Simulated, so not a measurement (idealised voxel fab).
Proc. module: voxel lift off
Displayed cross-section: cut, width of 210 nm, square cells sized 5 nm.
A cross-section is written here as square cells arranged in a grid, and it is given in bands from the top down, each band taking up one or more rows of cells. First you get the band's top height and its bottom height, in nm, and then the materials it's made of, left to right, with each width in nm. If you see a single material with "edge to edge", that one covers the band edge to edge. "air" is empty space. For the purposes of this specification, 0 denotes the height below which the wafer in its as-received condition is composed wholly of one material, and the lowermost band, lacking a lower limit, extends downward without end, as expressed in "0 nm and below". You'd read "30..40" like this: the band's top row of cells is as wide as the first number, its bottom row is as wide as the second, and going down, every row changes width by the same amount as the row before did. Step note "no modifications" = no cross-section cell changed. "Enclosed void listing" specifies each empty space that is not open to the top and that occupies no fewer than 8 cells, using the form width x height at distance, the distance measured from the left edge and all three quantities in nm. Where a step's line continues beyond its settings, the continuation is a remark by the simulator itself on that step. The line of a step may include "overlay nm". On a step with a mask, this value is how far to the right of its planned place the mask lay. A negative value means the mask lay to the left.

[Steps planned for the process]
- 1: RECEIVE with material Si
- 2: CONFORMAL_DEP with material SiO2, thk nm 10
- 3: PATTERN with tone open, mask id LINES, material resist, width nm 20, pitch nm 35, thk nm 20, overlay nm 0
- 4: DIRECTIONAL_DEP with material Ru, thk nm 10
- 5: STRIP with etch materials resist
- 6: CONFORMAL_DEP with material SiN, thk nm 5

[Cross-section of the wafer upon arrival, representing the state reached after step 1]
	0 nm and below = Si edge to edge
	Enclosed void listing: none

[As-planned run: cross-section of the first of two wafers at end of module]
	25 nm to 20 nm = 70 air / 30 SiN / 5 air / 30 SiN / 75 air
	20 nm to 15 nm = 70 air / 5 SiN / 20 Ru / 5 SiN / 5 air / 5 SiN / 20 Ru / 5 SiN / 75 air
	15 nm to 10 nm = 75 SiN / 20 Ru / 15 SiN / 20 Ru / 80 SiN
	10 nm to 0 nm = SiO2 edge to edge
	0 nm and below = Si edge to edge
	Enclosed void listing: none

[Cross-section at end of module for the second wafer of two, which matched the first in starting point and plan and differed by one mistake in its processing]
	25 nm to 20 nm = 80 SiN / 10 air / 25 SiN / 10 air / 85 SiN
	20 nm to 15 nm = 75 Ru / 5 SiN / 10 air / 5 SiN / 15 Ru / 5 SiN / 10 air / 5 SiN / 80 Ru
	15 nm to 10 nm = 75 Ru / 20 SiN / 15 Ru / 20 SiN / 80 Ru
	10 nm to 0 nm = SiO2 edge to edge
	0 nm and below = Si edge to edge
	Enclosed void listing: none
Run error: rather than as planned, step 3 actually ran as PATTERN with tone cover, mask id LINES, material resist, width nm 20, pitch nm 35, thk nm 20, overlay nm 0
Wrapping up, a cell-based count of both wafers puts the second over or under the first for these materials: +52 Ru
